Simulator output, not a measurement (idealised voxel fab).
Module name: voxel spacer lines (process module)
Each square cell in cross-section cut measures 5 nm, and the section as a whole is 300 nm wide.
How to read a cross-section here: the picture is a grid of square cells, written as bands going from the top down, and any band can span one or more rows of cells. Look at the band entry: it leads with the top's height and the bottom's height in nm. Then it lists the materials left to right, with a width in nm for each. The word "throughout" on a single material says that material fills the band edge to edge. The word "air" is empty space. Heads up on the height convention: 0 is the point under which the incoming wafer is all one material, and the lowest band has no bottom, it just keeps going down, like "from 0 down". Width: "30..40" (first number = top row, second number = bottom row, same change from row to row of cells). Take "nothing got changed" at face value: in the step it is given for, the cross-section changed in none of its cells. "Sealed void listing" specifies each empty space that is not open to the top and that occupies no fewer than 8 cells, using the form width x height at distance, the distance measured from the left edge and all three quantities in nm. Read whatever lies past the settings on a step's line as the simulator's own remark about the step. overlay nm: mask offset rightward from planned place, masked step; negative means leftward offset.

### Below is the list of planned process steps
1,op RECEIVE | material Si
2,op CONFORMAL_DEP | material SiO2 | thk nm 10
3,op DIRECTIONAL_DEP | material polySi | thk nm 15
4,op DIRECTIONAL_DEP | material aC | thk nm 25
5,op PATTERN | tone cover | mask id MANDREL | material resist | width nm 15 | pitch nm 50 | thk nm 30 | overlay nm 0
6,op DIRECTIONAL_ETCH | etch materials aC | depth nm 25
7,op STRIP | etch materials resist
8,op CONFORMAL_DEP | material SiN | thk nm 10
9,op DIRECTIONAL_ETCH | etch materials SiN | depth nm 10
10,op STRIP | etch materials aC
11,op DIRECTIONAL_ETCH | etch materials polySi | depth nm 15
12,op STRIP | etch materials SiN
13,op FILL_DEP | material lowk | thk nm 5
14,op CMP | height nm 25

### Concerning the first of two wafers, which was run in accordance with the plan

### Received-state cross-section, reflecting completion of step 1
- from 0 down = Si throughout
- Sealed void listing: none

### After step 2, in cross-section
- from 10 to 0 = SiO2 throughout
- No changes below 0.

### After step 3, in cross-section
- from 25 to 10 = polySi throughout
- No changes below 10.

### After step 4, in cross-section
- from 50 to 25 = aC throughout
- No changes below 25.

### After step 5, in cross-section
- from 80 to 50 = air: 115; resist: 15; air: 35; resist: 15; air: 120
- No changes below 50.

### After step 6, in cross-section
- from 55 to 50 = air: 115; resist: 15; air: 35; resist: 15; air: 120
- from 50 to 25 = air: 115; aC: 15; air: 35; aC: 15; air: 120
- No changes below 25.

### After step 7, in cross-section
- from 50 to 25 = air: 115; aC: 15; air: 35; aC: 15; air: 120
- No changes below 25.

### After step 8, in cross-section
- from 60 to 50 = air: 105; SiN: 35; air: 15; SiN: 35; air: 110
- from 50 to 35 = air: 105; SiN: 10; aC: 15; SiN: 10; air: 15; SiN: 10; aC: 15; SiN: 10; air: 110
- from 35 to 25 = SiN: 115; aC: 15; SiN: 35; aC: 15; SiN: 120
- No changes below 25.

### After step 9, in cross-section
- from 50 to 25 = air: 105; SiN: 10; aC: 15; SiN: 10; air: 15; SiN: 10; aC: 15; SiN: 10; air: 110
- No changes below 25.

### After step 10, in cross-section
- from 50 to 25 = air: 105; SiN: 10; air: 15; SiN: 10; air: 15; SiN: 10; air: 15; SiN: 10; air: 110
- No changes below 25.

### After step 11, in cross-section
- from 50 to 25 = air: 105; SiN: 10; air: 15; SiN: 10; air: 15; SiN: 10; air: 15; SiN: 10; air: 110
- from 25 to 10 = air: 105; polySi: 10; air: 15; polySi: 10; air: 15; polySi: 10; air: 15; polySi: 10; air: 110
- No changes below 10.

### After step 12, in cross-section
- from 25 to 10 = air: 105; polySi: 10; air: 15; polySi: 10; air: 15; polySi: 10; air: 15; polySi: 10; air: 110
- No changes below 10.

### After step 13, in cross-section
- from 30 to 25 = lowk throughout
- from 25 to 10 = lowk: 105; polySi: 10; lowk: 15; polySi: 10; lowk: 15; polySi: 10; lowk: 15; polySi: 10; lowk: 110
- No changes below 10.

### After step 14, in cross-section
- from 25 to 10 = lowk: 105; polySi: 10; lowk: 15; polySi: 10; lowk: 15; polySi: 10; lowk: 15; polySi: 10; lowk: 110
- No changes below 10.

### What follows concerns the second wafer, which started out like the first and was meant to follow the very same plan; one mistake crept in when it was run, but everything up to and including step 5 is the same as for the first wafer

### Cross-section of the second wafer when, according to plan, step 6 should have finished
- from 30 to 25 = air: 115; aC: 15; air: 35; aC: 15; air: 120
- No changes below 25.

Cross-section of the second wafer when, according to plan, step 7 should have finished: nothing got changed

### Cross-section of the second wafer when, according to plan, step 8 should have finished
- from 40 to 35 = air: 105; SiN: 35; air: 15; SiN: 35; air: 110
- from 35 to 30 = SiN throughout
- from 30 to 25 = SiN: 115; aC: 15; SiN: 35; aC: 15; SiN: 120
- No changes below 25.

### Cross-section of the second wafer when, according to plan, step 9 should have finished
- from 30 to 25 = air: 105; SiN: 10; aC: 15; SiN: 10; air: 15; SiN: 10; aC: 15; SiN: 10; air: 110
- No changes below 25.

### Cross-section of the second wafer when, according to plan, step 10 should have finished
- from 30 to 25 = air: 105; SiN: 10; air: 15; SiN: 10; air: 15; SiN: 10; air: 15; SiN: 10; air: 110
- No changes below 25.

### Cross-section of the second wafer when, according to plan, step 11 should have finished
- from 30 to 25 = air: 105; SiN: 10; air: 15; SiN: 10; air: 15; SiN: 10; air: 15; SiN: 10; air: 110
- from 25 to 10 = air: 105; polySi: 10; air: 15; polySi: 10; air: 15; polySi: 10; air: 15; polySi: 10; air: 110
- No changes below 10.

### Cross-section of the second wafer when, according to plan, step 12 should have finished
- from 25 to 10 = air: 105; polySi: 10; air: 15; polySi: 10; air: 15; polySi: 10; air: 15; polySi: 10; air: 110
- No changes below 10.

### Cross-section of the second wafer when, according to plan, step 13 should have finished
- from 30 to 25 = lowk throughout
- from 25 to 10 = lowk: 105; polySi: 10; lowk: 15; polySi: 10; lowk: 15; polySi: 10; lowk: 15; polySi: 10; lowk: 110
- No changes below 10.

### Cross-section of the second wafer when, according to plan, step 14 should have finished
- from 25 to 10 = lowk: 105; polySi: 10; lowk: 15; polySi: 10; lowk: 15; polySi: 10; lowk: 15; polySi: 10; lowk: 110
- No changes below 10.
Deviation from plan: step 6 was run twice
If you compare the two wafers at the end, their cross-sections are the same, so as far as this model is concerned the mistake changes nothing.
